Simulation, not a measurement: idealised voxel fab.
process module | voxel self aligned vias
Cross-section cut spans 280 nm and uses square cells 5 nm in size.
Notation: cross-section as square-cell grid; stated in bands, top first, going down; one or more cell rows per band. Read a band's entry like this: the first values are the height of its top and the height of its bottom in nm, and what follows is the sequence of materials from left to right, each with its width in nm. Note that "blank" is empty space, and that a single material marked "throughout" reaches across the band from edge to edge. Heights from 0 (as-received wafer is one material below). Bottom band endless downward, as "0 nm and below". A width such as "30->40" changes by the same amount from each row of cells to the next, from the band's top row to its bottom row. Where the words "remained the same" appear for a step, the cross-section shows no cell changed by that step; every cell remained as before. "Unvented voids" enumerates empty spaces isolated from the top, with no open way to it, that contain at least 8 cells, giving each as width x height at distance from the left edge, all three in nm. On a step's line, text after the settings is the simulator commenting on that step. A step's line can hold "overlay nm"; with a mask on that step, the setting says how far right of the planned place the mask lay, while a negative setting says it lay to the left.
The process steps that were planned are listed below:
1: RECEIVE,material Si
2: CONFORMAL_DEP,material SiO2,thk nm 15
3: CONFORMAL_DEP,material SiCN,thk nm 5
4: DIRECTIONAL_DEP,material SiO2,thk nm 30
5: DIRECTIONAL_DEP,material aC,thk nm 10
6: PATTERN,tone open,mask id LINES,material resist,width nm 20,pitch nm 45,thk nm 25,overlay nm 0
7: DIRECTIONAL_ETCH,etch materials aC,depth nm 10
8: STRIP,etch materials resist
9: DIRECTIONAL_ETCH,etch materials SiO2,depth nm 30
10: STRIP,etch materials aC
11: CONFORMAL_DEP,material TiN,thk nm 5
12: FILL_DEP,material Ru,thk nm 5
13: CMP,height nm 50
14: SELECTIVE_ETCH,etch materials W Ru TiN,depth nm 10
15: FILL_DEP,material SiN,thk nm 5
16: CMP,height nm 50
17: DIRECTIONAL_DEP,material SiO2,thk nm 15
18: DIRECTIONAL_DEP,material aC,thk nm 10
19: PATTERN,tone open,mask id VIAS,material resist,width nm 30,thk nm 25,overlay nm 0
20: DIRECTIONAL_ETCH,etch materials aC,depth nm 10
21: STRIP,etch materials resist
22: DIRECTIONAL_ETCH,etch materials SiO2,depth nm 15
23: DIRECTIONAL_ETCH,etch materials SiN,depth nm 10
24: STRIP,etch materials aC
25: CONFORMAL_DEP,material TiN,thk nm 5
26: FILL_DEP,material Ru,thk nm 10
27: CMP,height nm 65
28: CONFORMAL_DEP,material SiCN,thk nm 5
Delivered wafer in cross-section: state after step 1:
> 0 nm and below = Si throughout
> Unvented voids: none
The first of the two wafers as seen in cross-section once the module was finished; processing followed the plan:
> 70 nm to 65 nm = SiCN throughout
> 65 nm to 55 nm = SiO2=100, then TiN=5, then Ru=20, then TiN=5, then SiO2=150
> 55 nm to 50 nm = SiO2=100, then TiN=10, then Ru=10, then TiN=10, then SiO2=150
> 50 nm to 45 nm = SiO2=105, then TiN=5, then Ru=10, then TiN=5, then SiO2=25, then SiN=20, then SiO2=110
> 45 nm to 40 nm = SiO2=105, then TiN=20, then SiO2=25, then SiN=20, then SiO2=110
> 40 nm to 25 nm = SiO2=105, then TiN=5, then Ru=10, then TiN=5, then SiO2=25, then TiN=5, then Ru=10, then TiN=5, then SiO2=110
> 25 nm to 20 nm = SiO2=105, then TiN=20, then SiO2=25, then TiN=20, then SiO2=110
> 20 nm to 15 nm = SiCN throughout
> 15 nm to 0 nm = SiO2 throughout
> 0 nm and below = Si throughout
> Unvented voids: none
Cross-sectional view: second of two wafers, end of module; start and plan identical to the first, one mistake in running:
> 70 nm to 65 nm = SiCN throughout
> 65 nm to 55 nm = SiO2=100, then TiN=5, then Ru=20, then TiN=5, then SiO2=150
> 55 nm to 50 nm = SiO2=100, then TiN=10, then Ru=10, then TiN=10, then SiO2=150
> 50 nm to 45 nm = SiO2=105, then TiN=5, then Ru=10, then TiN=5, then SiO2=25, then SiN=20, then SiO2=110
> 45 nm to 40 nm = SiO2=105, then TiN=20, then SiO2=25, then SiN=20, then SiO2=110
> 40 nm to 35 nm = SiO2=105, then TiN=20, then SiO2=25, then TiN=20, then SiO2=110
> 35 nm to 30 nm = SiCN throughout
> 30 nm to 0 nm = SiO2 throughout
> 0 nm and below = Si throughout
> Unvented voids: none
What went wrong in running the wafer? regarding the plan, step 2 was run twice
Final wafer comparison in cells, second versus first, more or fewer per material: Ru: 12 fewer, SiO2: 24 more, TiN: 12 fewer
